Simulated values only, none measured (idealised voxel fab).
Process module in this document: voxel self aligned vias
In the cross-section labelled cut, the width is 195 nm and each square cell is 5 nm.
We lay out every cross-section as a grid of square cells and spell it out in bands from the top down, where one band means one or more rows of cells. Band entry format. Leading values: height of top, height of bottom, nm. Remainder: materials in left-to-right order, each with its width in nm. Special words: "full width" on a single material, which then fills the band edge to edge; "empty", empty space. Counting heights begins at 0, where everything beneath is, in the wafer as received, one material. The lowest band has no bottom; it goes on downwards, as "from 0 down" shows. A width given as "30..40" starts at the first number in the band's top row and ends at the second number in its bottom row, shifting by an equal amount at every step from row to row. Take "remained unchanged" at face value: in the step it is given for, the cross-section changed in none of its cells. Empty spaces counting at least 8 cells and having no open way to the top are listed in "Trapped cavities". The notation width x height at distance is used for each, the distance being from the left edge and all three values in nm. Step line, after settings: the simulator's comment on this step. You can add "overlay nm" to a step's line. For a step with a mask, it describes how far the mask lay to the right of its planned position, and a negative number describes a lay to the left.

## plan
1) RECEIVE, material Si
2) CONFORMAL_DEP, material SiO2, thk nm 10
3) CONFORMAL_DEP, material SiCN, thk nm 5
4) DIRECTIONAL_DEP, material lowk, thk nm 25
5) PATTERN, tone open, mask id LINES, material resist, width nm 25, pitch nm 65, thk nm 15, overlay nm 0
6) DIRECTIONAL_ETCH, etch materials lowk, depth nm 25
7) STRIP, etch materials resist
8) CONFORMAL_DEP, material TiN, thk nm 5
9) FILL_DEP, material W, thk nm 5
10) CMP, height nm 40
11) SELECTIVE_ETCH, etch materials W Ru TiN, depth nm 5
12) FILL_DEP, material SiN, thk nm 5
13) CMP, height nm 40
14) DIRECTIONAL_DEP, material lowk, thk nm 20
15) PATTERN, tone open, mask id VIAS, material resist, width nm 35, pitch nm 65, thk nm 15, overlay nm 0
16) DIRECTIONAL_ETCH, etch materials lowk, depth nm 20
17) DIRECTIONAL_ETCH, etch materials SiN, depth nm 5
18) STRIP, etch materials resist
19) CONFORMAL_DEP, material TiN, thk nm 5
20) FILL_DEP, material Ru, thk nm 10
21) CMP, height nm 60
22) CONFORMAL_DEP, material SiCN, thk nm 5

## Wafer at receipt (post step 1), cross-section
> from 0 down = Si full width
> Trapped cavities: none

## Cross-section, end of module. Start: as above. Plan: as above. Execution: one mistake
> from 65 to 60 = SiCN full width
> from 60 to 45 = 45 nm lowk, 5 nm TiN, 25 nm Ru, 5 nm TiN, 30 nm lowk, 5 nm TiN, 25 nm Ru, 5 nm TiN, 50 nm lowk
> from 45 to 40 = 45 nm lowk, 35 nm TiN, 30 nm lowk, 35 nm TiN, 50 nm lowk
> from 40 to 35 = 50 nm lowk, 25 nm W, 40 nm lowk, 25 nm W, 55 nm lowk
> from 35 to 20 = 50 nm lowk, 5 nm TiN, 15 nm W, 5 nm TiN, 40 nm lowk, 5 nm TiN, 15 nm W, 5 nm TiN, 55 nm lowk
> from 20 to 15 = 50 nm lowk, 25 nm TiN, 40 nm lowk, 25 nm TiN, 55 nm lowk
> from 15 to 10 = SiCN full width
> from 10 to 0 = SiO2 full width
> from 0 down = Si full width
> Trapped cavities: none
The plan and the run diverged here: the process deviated at step 12: the operation and settings actually run there were FILL_DEP, material W, thk nm 5
